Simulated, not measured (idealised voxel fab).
process module | voxel released beams
cross-section cut | 190 nm wide | cells 5 nm
A cross-section is a grid of square cells, given in bands from the top down. A band is one or more rows of cells.
Each band's line starts with the height of the band's top and of its bottom, in nm. Then come its materials from left to right, each with its width in nm. One material with "throughout" fills the band from edge to edge. "air" is empty space.
Height 0 is the level under which the wafer as received is all one material. The lowest band goes on downwards, as in "0 down".
A width such as "30 to 40" changes by the same amount from each row of cells to the next, from the band's top row to its bottom row.
"no change" after a step means that no cell of the cross-section changed.
closed voids: empty space of 8 cells or more with no open way to the top, each as width x height at its distance from the left edge, in nm
after a step's settings: what the simulator itself notes on the step
overlay nm, on a step with a mask: how far to the right of its planned place the mask lay; to the left if negative
plan
1 op RECEIVE | material Si
2 op CONFORMAL_DEP | material SiN | thk nm 5
3 op DIRECTIONAL_DEP | material SiO2 | thk nm 20
4 op PATTERN | tone open | mask id ANCHOR | material resist | width nm 45 | thk nm 15 | overlay nm 0
5 op DIRECTIONAL_ETCH | etch materials SiO2 | depth nm 20
6 op STRIP | etch materials resist
7 op CONFORMAL_DEP | material TiN | thk nm 15
8 op PATTERN | tone cover | mask id BEAM | material resist | width nm 130 | thk nm 15 | overlay nm 0
9 op DIRECTIONAL_ETCH | etch materials TiN | depth nm 15
10 op STRIP | etch materials resist
11 op STRIP | etch materials SiO2
first wafer, as planned
as received, after step 1
  0 down: Si throughout
  closed voids: none
after step 2
  5 to 0: SiN throughout
  below 0: unchanged
after step 3
  25 to 5: SiO2 throughout
  below 5: unchanged
after step 4
  40 to 25: resist 30 | air 45 | resist 115
  below 25: unchanged
after step 5
  40 to 25: resist 30 | air 45 | resist 115
  25 to 5: SiO2 30 | air 45 | SiO2 115
  below 5: unchanged
after step 6
  25 to 5: SiO2 30 | air 45 | SiO2 115
  below 5: unchanged
after step 7
  40 to 25: TiN 45 | air 15 | TiN 130
  25 to 20: SiO2 30 | TiN 15 | air 15 | TiN 15 | SiO2 115
  20 to 5: SiO2 30 | TiN 45 | SiO2 115
  below 5: unchanged
after step 8
  55 to 40: air 25 | resist 130 | air 35
  40 to 25: TiN 45 | resist 15 | TiN 130
  25 to 20: SiO2 30 | TiN 15 | resist 15 | TiN 15 | SiO2 115
  below 20: unchanged
after step 9
  55 to 40: air 25 | resist 130 | air 35
  40 to 25: air 25 | TiN 20 | resist 15 | TiN 95 | air 35
  below 25: unchanged
after step 10
  40 to 25: air 25 | TiN 20 | air 15 | TiN 95 | air 35
  25 to 20: SiO2 30 | TiN 15 | air 15 | TiN 15 | SiO2 115
  below 20: unchanged
after step 11
  40 to 25: air 25 | TiN 20 | air 15 | TiN 95 | air 35
  25 to 20: air 30 | TiN 15 | air 15 | TiN 15 | air 115
  20 to 5: air 30 | TiN 45 | air 115
  below 5: unchanged
second wafer: like start, like plan, one mistake. Through step 6 it matches the first wafer
when step 7 should have ended
  55 to 25: TiN throughout
  25 to 5: SiO2 30 | TiN 45 | SiO2 115
  below 5: unchanged
when step 8 should have ended
  70 to 55: air 25 | resist 130 | air 35
  below 55: unchanged
when step 9 should have ended
  70 to 55: air 25 | resist 130 | air 35
  55 to 40: air 25 | TiN 130 | air 35
  below 40: unchanged
when step 10 should have ended
  55 to 40: air 25 | TiN 130 | air 35
  below 40: unchanged
when step 11 should have ended: no change
what went wrong: step 7 was run twice
at the end the second wafer has, in cells: 116 more of SiO2 | 126 more of TiN
